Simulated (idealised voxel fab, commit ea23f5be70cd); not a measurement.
Process module name: voxel capacitor over wiring
Square cell edge 5 nm, section width 170 nm, ID cut.
Think of the cross-section as a grid of square cells. We describe it in bands, top to bottom, and each band covers one or more rows of those cells.
Heads up on the band format: heights come first, top then bottom, in nm. After that it's the materials left to right, each with its width in nm. A single material flagged "edge to edge" fills the whole band edge to edge, and "air" means there's empty space there.
Height datum 0, below which the as-received substrate wafer is one material. Lowest band open at the bottom, running downward: "from 0 down".
Quick explanation for "30 to 40": the width changes in equal steps down the rows of cells, from the first number in the band's top row to the second number in its bottom row.
The designation "remains unaltered", where it is given for a processing step, indicates that no cell of the cross-section was altered in the course of that step.
"Unvented internal voids": sealed empty spaces, 8 cells or more, no open way to top, listed width x height at distance, with distance from the left edge and width, height and distance in nm.
Formally, on a step line, whatever follows the settings is a remark that the simulator itself makes on the step.
What "overlay nm" on a step's line means: if the step has a mask, that mask lay this far to the right of its planned place, or, when the value is negative, to the left.

Steps in the process plan
1 RECEIVE, material Si
2 CONFORMAL_DEP, material SiO2, thk nm 15
3 CONFORMAL_DEP, material SiN, thk nm 5
4 DIRECTIONAL_DEP, material SiO2, thk nm 25
5 DIRECTIONAL_DEP, material aC, thk nm 15
6 PATTERN, tone open, mask id METAL_1, material resist, width nm 30, pitch nm 90, thk nm 30, overlay nm -10
7 DIRECTIONAL_ETCH, etch materials aC, depth nm 15
8 STRIP, etch materials resist
9 DIRECTIONAL_ETCH, etch materials SiO2, depth nm 25
10 DIRECTIONAL_ETCH, etch materials SiN, depth nm 5
11 STRIP, etch materials aC
12 CONFORMAL_DEP, material TiN, thk nm 5
13 FILL_DEP, material Cu, thk nm 10
14 CMP, height nm 45
15 CONFORMAL_DEP, material SiCN, thk nm 5
16 DIRECTIONAL_DEP, material SiO2, thk nm 15
17 PATTERN, tone open, mask id PLUG_1, material resist, width nm 15, thk nm 20, overlay nm 0
18 DIRECTIONAL_ETCH, etch materials SiO2, depth nm 15
19 DIRECTIONAL_ETCH, etch materials SiCN, depth nm 5
20 STRIP, etch materials resist
21 CONFORMAL_DEP, material TiN, thk nm 5
22 FILL_DEP, material W, thk nm 5
23 CMP, height nm 65
24 DIRECTIONAL_DEP, material TiN, thk nm 5
25 DIRECTIONAL_DEP, material SiN, thk nm 5
26 DIRECTIONAL_DEP, material TiN, thk nm 5
27 MASKED_ETCH, tone cover, mask id UPPER_PLATE, width nm 65, etch materials TiN, depth nm 5, overlay nm 0
28 MASKED_ETCH, tone cover, mask id UPPER_PLATE, width nm 65, etch materials SiN, depth nm 5, overlay nm 0
29 DIRECTIONAL_DEP, material aC, thk nm 15
30 PATTERN, tone cover, mask id LOWER_PLATE, material resist, width nm 75, thk nm 35, overlay nm 0
31 DIRECTIONAL_ETCH, etch materials aC, depth nm 15
32 STRIP, etch materials resist
33 DIRECTIONAL_ETCH, etch materials TiN, depth nm 5
34 STRIP, etch materials aC
35 FILL_DEP, material SiO2, thk nm 15
36 CMP, height nm 90
37 MASKED_ETCH, tone open, mask id PLUG_2, width nm 15, etch materials SiO2, depth nm 10, overlay nm 0
38 CONFORMAL_DEP, material TiN, thk nm 5
39 FILL_DEP, material Cu, thk nm 5
40 CMP, height nm 90
41 CONFORMAL_DEP, material SiCN, thk nm 5
Variable across wafers: step 6 overlay nm (plan value is that of the first wafer; starting state common to all).

Cross-section of the first incoming wafer of several, state after step 1
- from 0 down = Si edge to edge
- Unvented internal voids: none

What follows is a table in which each wafer occupies a row; for the wafer as it stands at the close of the module, the row states, material by material, how many cells have been gained (+) or lost (-) since receipt, and then gives its closed voids
overlay nm -10 | +41 Cu | +65 SiCN | +35 SiN | +428 SiO2 | +74 TiN | +3 W | Unvented internal voids: none
overlay nm -5 | +41 Cu | +65 SiCN | +35 SiN | +428 SiO2 | +74 TiN | +3 W | Unvented internal voids: none
overlay nm 0 | +41 Cu | +65 SiCN | +35 SiN | +428 SiO2 | +74 TiN | +3 W | Unvented internal voids: none
overlay nm 5 | +41 Cu | +65 SiCN | +35 SiN | +428 SiO2 | +74 TiN | +3 W | Unvented internal voids: none
overlay nm 10 | +41 Cu | +65 SiCN | +35 SiN | +428 SiO2 | +74 TiN | +3 W | Unvented internal voids: none
